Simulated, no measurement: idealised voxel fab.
process module | voxel self aligned contacts
cross-section cut | 270 nm wide | cells 5 nm
A cross-section is a grid of square cells, given in bands from the top down. A band is one or more rows of cells.
Each band's line starts with the height of the band's top and of its bottom, in nm. Then come its materials from left to right, each with its width in nm. One material with "throughout" fills the band from edge to edge. "air" is empty space.
Height 0 is the level under which the wafer as received is all one material. The lowest band goes on downwards, as in "0 down".
A width such as "30 to 40" changes by the same amount from each row of cells to the next, from the band's top row to its bottom row.
"no change" after a step means that no cell of the cross-section changed.
closed voids: empty space of 8 cells or more with no open way to the top, each as width x height at its distance from the left edge, in nm
after a step's settings: what the simulator itself notes on the step
overlay nm, on a step with a mask: how far to the right of its planned place the mask lay; to the left if negative
plan
1 op RECEIVE | material Si
2 op OXIDIZE | depth nm 5
3 op DIRECTIONAL_DEP | material polySi | thk nm 30
4 op DIRECTIONAL_DEP | material SiN | thk nm 20
5 op DIRECTIONAL_DEP | material aC | thk nm 15
6 op PATTERN | tone cover | mask id GATE | material resist | width nm 15 | pitch nm 55 | thk nm 30 | overlay nm 0
7 op DIRECTIONAL_ETCH | etch materials aC | depth nm 15
8 op STRIP | etch materials resist
9 op DIRECTIONAL_ETCH | etch materials SiN | depth nm 20
10 op DIRECTIONAL_ETCH | etch materials polySi | depth nm 30
11 op STRIP | etch materials aC
12 op CONFORMAL_DEP | material SiN | thk nm 5
13 op DIRECTIONAL_ETCH | etch materials SiN | depth nm 5
14 op FILL_DEP | material SiO2 | thk nm 15
15 op CMP | height nm 60
16 op MASKED_ETCH | tone open | mask id CONTACT | width nm 40 | etch materials SiO2 | depth nm 65 | overlay nm 0
17 op CONFORMAL_DEP | material TiN | thk nm 5
18 op FILL_DEP | material W | thk nm 5
19 op CMP | height nm 60
20 op CONFORMAL_DEP | material SiCN | thk nm 5
varied across the wafers: width nm of step 6. The plan shows the first wafer's value. All wafers start alike
first wafer as received, after step 1
  0 down: Si throughout
  closed voids: none
first wafer at the end, after step 20
  65 to 60: SiCN throughout
  60 to 50: SiO2 115 | TiN 5 to 10 | W 30 to 20 | TiN 5 to 10 | SiO2 115
  50 to 30: SiO2 95 | SiN 25 | TiN 5 | W 20 | TiN 5 | SiN 25 | SiO2 95
  30 to 0: SiO2 95 | SiN 5 | polySi 15 | SiN 5 | TiN 5 | W 20 | TiN 5 | SiN 5 | polySi 15 | SiN 5 | SiO2 95
  0 to -5: SiO2 120 | TiN 30 | SiO2 120
  -5 down: Si throughout
  closed voids: none
last wafer at the end
  65 to 60: SiCN throughout
  60 to 55: SiO2 115 | TiN 5 | W 30 | TiN 5 | SiO2 115
  55 to 50: SiO2 115 | TiN 40 | SiO2 115
  50 to 30: SiO2 85 | SiN 50 | TiN 5 | SiN 50 | SiO2 80
  30 to 0: SiO2 85 | SiN 5 | polySi 40 | SiN 5 | TiN 5 | SiN 5 | polySi 40 | SiN 5 | SiO2 80
  0 to -5: SiO2 135 | TiN 5 | SiO2 130
  -5 down: Si throughout
  closed voids: none
each wafer at the end: cells of each material gained (+) or lost (-) since it was received, then its closed voids
width nm 15 | -54 Si | +54 SiCN | +64 SiN | +520 SiO2 | +32 TiN | +50 W | +36 polySi | closed voids: none
width nm 20 | -54 Si | +54 SiCN | +72 SiN | +511 SiO2 | +32 TiN | +39 W | +48 polySi | closed voids: none
width nm 25 | -54 Si | +54 SiCN | +80 SiN | +502 SiO2 | +32 TiN | +28 W | +60 polySi | closed voids: none
width nm 30 | -54 Si | +54 SiCN | +88 SiN | +493 SiO2 | +32 TiN | +17 W | +72 polySi | closed voids: none
width nm 35 | -54 Si | +54 SiCN | +96 SiN | +484 SiO2 | +32 TiN | +6 W | +84 polySi | closed voids: none
width nm 40 | -54 Si | +54 SiCN | +104 SiN | +475 SiO2 | +21 TiN | +6 W | +96 polySi | closed voids: none
